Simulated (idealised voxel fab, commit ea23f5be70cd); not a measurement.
Process module, titled voxel double patterning
It is cross-section cut that appears here, measuring 200 nm in width, its square cells being 5 nm in size.
Think of the cross-section as a grid of square cells. We describe it in bands, top to bottom, and each band covers one or more rows of those cells. Each band's line starts with the height of the band's top and of its bottom, in nm. Then come its materials from left to right, each with its width in nm. One material with "full width" fills the band from edge to edge. "air" is empty space. Heights are reckoned from 0. Under this level, the received wafer is all of one material. The bottommost band is open-ended downward, for example "from 0 down". The two numbers in a width such as "30 to 40" mark its ends across the band: the first belongs to the top row of cells, the second to the bottom row, and from each row to the next the width moves by the same amount. What does "left unchanged" mean for a step? It means no cell of the cross-section changed in that step. Any empty space of 8 cells or more lacking an open way to the top shows up in "Completely enclosed voids" as width x height at distance, distance from the left edge, in nm. Past the settings on a step's line: simulator remark, on that step. overlay nm: right-of-plan distance of the mask on a masked step; negative values mean left-of-plan.
Intended process steps:
step 1: RECEIVE: material Si
step 2: CONFORMAL_DEP: material SiO2, thk nm 10
step 3: DIRECTIONAL_DEP: material W, thk nm 10
step 4: DIRECTIONAL_DEP: material SiN, thk nm 10
step 5: MASKED_ETCH: tone open, mask id FIRST, width nm 15, pitch nm 50, etch materials SiN, depth nm 10, overlay nm 0
step 6: MASKED_ETCH: tone open, mask id SECOND, width nm 15, etch materials SiN, depth nm 10, overlay nm 0
step 7: DIRECTIONAL_ETCH: etch materials W, depth nm 10
step 8: STRIP: etch materials SiN
The first wafer of two, processed as planned:
As-received wafer cross-section (after step 1):
  from 0 down  Si full width
  Completely enclosed voids: none
Upon completion of step 2, the wafer appears in cross-section as shown:
  from 10 to 0  SiO2 full width
  At heights below 0, the structure remains unaltered.
Upon completion of step 3, the wafer appears in cross-section as shown:
  from 20 to 10  W full width
  At heights below 10, the structure remains unaltered.
Upon completion of step 4, the wafer appears in cross-section as shown:
  from 30 to 20  SiN full width
  At heights below 20, the structure remains unaltered.
Upon completion of step 5, the wafer appears in cross-section as shown:
  from 30 to 20  SiN 65, then air 15, then SiN 35, then air 15, then SiN 70
  At heights below 20, the structure remains unaltered.
Upon completion of step 6, the wafer appears in cross-section as shown:
  from 30 to 20  SiN 65, then air 15, then SiN 10, then air 15, then SiN 10, then air 15, then SiN 70
  At heights below 20, the structure remains unaltered.
Upon completion of step 7, the wafer appears in cross-section as shown:
  from 30 to 20  SiN 65, then air 15, then SiN 10, then air 15, then SiN 10, then air 15, then SiN 70
  from 20 to 10  W 65, then air 15, then W 10, then air 15, then W 10, then air 15, then W 70
  At heights below 10, the structure remains unaltered.
Upon completion of step 8, the wafer appears in cross-section as shown:
  from 20 to 10  W 65, then air 15, then W 10, then air 15, then W 10, then air 15, then W 70
  At heights below 10, the structure remains unaltered.
Second of two: same start, same plan, one run error; steps up to and including 1 match the first:
Cross-sectional representation of the second wafer at the time designated in the plan for the completion of step 2: left unchanged
Cross-sectional representation of the second wafer at the time designated in the plan for the completion of step 3:
  from 10 to 0  W full width
  At heights below 0, the structure remains unaltered.
Cross-sectional representation of the second wafer at the time designated in the plan for the completion of step 4:
  from 20 to 10  SiN full width
  At heights below 10, the structure remains unaltered.
Cross-sectional representation of the second wafer at the time designated in the plan for the completion of step 5:
  from 20 to 10  SiN 65, then air 15, then SiN 35, then air 15, then SiN 70
  At heights below 10, the structure remains unaltered.
Cross-sectional representation of the second wafer at the time designated in the plan for the completion of step 6:
  from 20 to 10  SiN 65, then air 15, then SiN 10, then air 15, then SiN 10, then air 15, then SiN 70
  At heights below 10, the structure remains unaltered.
Cross-sectional representation of the second wafer at the time designated in the plan for the completion of step 7:
  from 20 to 10  SiN 65, then air 15, then SiN 10, then air 15, then SiN 10, then air 15, then SiN 70
  from 10 to 0  W 65, then air 15, then W 10, then air 15, then W 10, then air 15, then W 70
  At heights below 0, the structure remains unaltered.
Cross-sectional representation of the second wafer at the time designated in the plan for the completion of step 8:
  from 10 to 0  W 65, then air 15, then W 10, then air 15, then W 10, then air 15, then W 70
  At heights below 0, the structure remains unaltered.
Deviation from plan: step 2 of the plan was excluded from execution and never run
Per the end-of-run cell counts, the second wafer holds more or fewer of some materials than the first: SiO2: 80 fewer
